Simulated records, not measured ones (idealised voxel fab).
process module | voxel self aligned contacts
It is cross-section cut that appears here, measuring 145 nm in width, its square cells being 5 nm in size.
Bands, listed from the top down, are how a cross-section gets written in this document; the cross-section itself is a grid of square cells, and a band is one or more rows of them.
Per band: top height and bottom height in nm, followed by the left-to-right materials and their widths in nm; "all across" marks a single material spanning edge to edge, "blank" marks empty space.
The reference from which all heights are counted is 0, the level beneath which the as-received wafer is entirely one material; the lowest band, having no lower bound, proceeds downward and is written after the example "0 and below".
The width entry "30->40" should be interpreted row by row: the top row of cells in the band takes the first number, the bottom row takes the second number, and the change between adjacent rows is uniform throughout.
"no modifications" -> step changed no cross-section cell.
Listed in "Voids lacking openings": every empty space of 8 or more cells without an open way to the top. Form: width x height at distance, the distance being from the left edge, all in nm.
Read whatever lies past the settings on a step's line as the simulator's own remark about the step.
overlay nm, on a step with a mask: how far to the right of its planned place the mask lay; to the left if negative
**List of planned process steps**
1,RECEIVE,material Si
2,OXIDIZE,depth nm 5
3,DIRECTIONAL_DEP,material polySi,thk nm 20
4,DIRECTIONAL_DEP,material SiN,thk nm 15
5,DIRECTIONAL_DEP,material aC,thk nm 10
6,PATTERN,tone cover,mask id GATE,material resist,width nm 35,pitch nm 60,thk nm 30,overlay nm 0
7,DIRECTIONAL_ETCH,etch materials aC,depth nm 10
8,STRIP,etch materials resist
9,DIRECTIONAL_ETCH,etch materials SiN,depth nm 15
10,DIRECTIONAL_ETCH,etch materials polySi,depth nm 20
11,STRIP,etch materials aC
12,CONFORMAL_DEP,material SiN,thk nm 5
13,DIRECTIONAL_ETCH,etch materials SiN,depth nm 5
14,FILL_DEP,material SiO2,thk nm 15
15,CMP,height nm 40
16,MASKED_ETCH,tone open,mask id CONTACT,width nm 35,etch materials SiO2,depth nm 45,overlay nm 0
17,CONFORMAL_DEP,material TiN,thk nm 5
18,FILL_DEP,material Ru,thk nm 5
19,CMP,height nm 40
20,CONFORMAL_DEP,material SiN,thk nm 5
**So this is the incoming wafer in cross-section - it's already been through step 1**
- 0 and below  Si all across
- Voids lacking openings: none
**Cross-section at module end, one run error; start and plan unchanged from above**
- 45 down to 40  SiN all across
- 40 down to 30  SiO2 (55)  TiN (5->10)  Ru (25->15)  TiN (5->10)  SiO2 (55)
- 30 down to 20  SiO2 (25)  SiN (35)  TiN (5)  Ru (15)  TiN (5)  SiN (35)  SiO2 (25)
- 20 down to 0  SiO2 (25)  polySi (35)  TiN (5)  Ru (15)  TiN (5)  polySi (35)  SiO2 (25)
- 0 down to -5  SiO2 (60)  TiN (25)  SiO2 (60)
- -5 and below  Si all across
- Voids lacking openings: none
Nonconformance to the process plan: execution of step 12 of the plan did not take place, the step having been omitted
